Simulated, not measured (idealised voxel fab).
Proc. module: voxel double patterning
Square cells of 5 nm make up the cross-section cut, whose width is 175 nm.
A cross-section is a grid of square cells, given in bands from the top down. A band is one or more rows of cells. Per band: top height and bottom height in nm, followed by the left-to-right materials and their widths in nm; "all across" marks a single material spanning edge to edge, "blank" marks empty space. All heights in this document are referenced to 0, defined as the level beneath which the wafer, as received, consists entirely of one material. The lowest band is not bounded below; it extends indefinitely downward and is written in the form "0 and below". It should be noted that a width expressed as "30 to 40" varies in equal increments from row to row of cells within the band, taking the value of the first number at the top row and that of the second number at the bottom row. When a step is marked "all unchanged", none of the cells in the cross-section changed during that step. Listed in "Entrapped voids": every empty space of 8 or more cells without an open way to the top. Form: width x height at distance, the distance being from the left edge, all in nm. Where a step's line continues beyond its settings, the continuation is a remark by the simulator itself on that step. The optional step-line setting "overlay nm" applies to steps with a mask and quantifies how far to the right of its planned location the mask lay, a negative value indicating leftward placement.

So here's the lineup of process steps we planned
1) RECEIVE (material Si)
2) CONFORMAL_DEP (material SiN; thk nm 5)
3) DIRECTIONAL_DEP (material SiO2; thk nm 20)
4) DIRECTIONAL_DEP (material SiCN; thk nm 5)
5) DIRECTIONAL_DEP (material aC; thk nm 15)
6) PATTERN (tone open; mask id FIRST; material resist; width nm 15; pitch nm 50; thk nm 30; overlay nm 0)
7) DIRECTIONAL_ETCH (etch materials aC; depth nm 15)
8) STRIP (etch materials resist)
9) DIRECTIONAL_ETCH (etch materials SiCN; depth nm 5)
10) STRIP (etch materials aC)
11) DIRECTIONAL_DEP (material aC; thk nm 10)
12) PATTERN (tone open; mask id SECOND; material resist; width nm 15; thk nm 30; overlay nm 0)
13) DIRECTIONAL_ETCH (etch materials aC; depth nm 10)
14) STRIP (etch materials resist)
15) DIRECTIONAL_ETCH (etch materials SiCN; depth nm 5)
16) STRIP (etch materials aC)
17) DIRECTIONAL_ETCH (etch materials SiO2; depth nm 20)
18) STRIP (etch materials SiCN)

Shown in cross-section is the wafer as received, that is, as it stands after step 1
> 0 and below  Si all across
> Entrapped voids: none

End-of-module cross-section of the first of two wafers, processed as planned
> 25 down to 5  55 of SiO2 | 15 of blank | 10 of SiO2 | 15 of blank | 10 of SiO2 | 15 of blank | 55 of SiO2
> 5 down to 0  SiN all across
> 0 and below  Si all across
> Entrapped voids: none

Wafer two (of two), end-of-module cross-section: start = wafer one, plan = wafer one, one run mistake
> 45 down to 25  55 of SiO2 | 15 of blank | 10 of SiO2 | 15 of blank | 10 of SiO2 | 15 of blank | 55 of SiO2
> 25 down to 5  SiO2 all across
> 5 down to 0  SiN all across
> 0 and below  Si all across
> Entrapped voids: none
Diagnosis: heads up, step 3 of the plan got done twice
Looking at both finished wafers in cells, the second ends up ahead of or behind the first on some materials: +140 SiO2
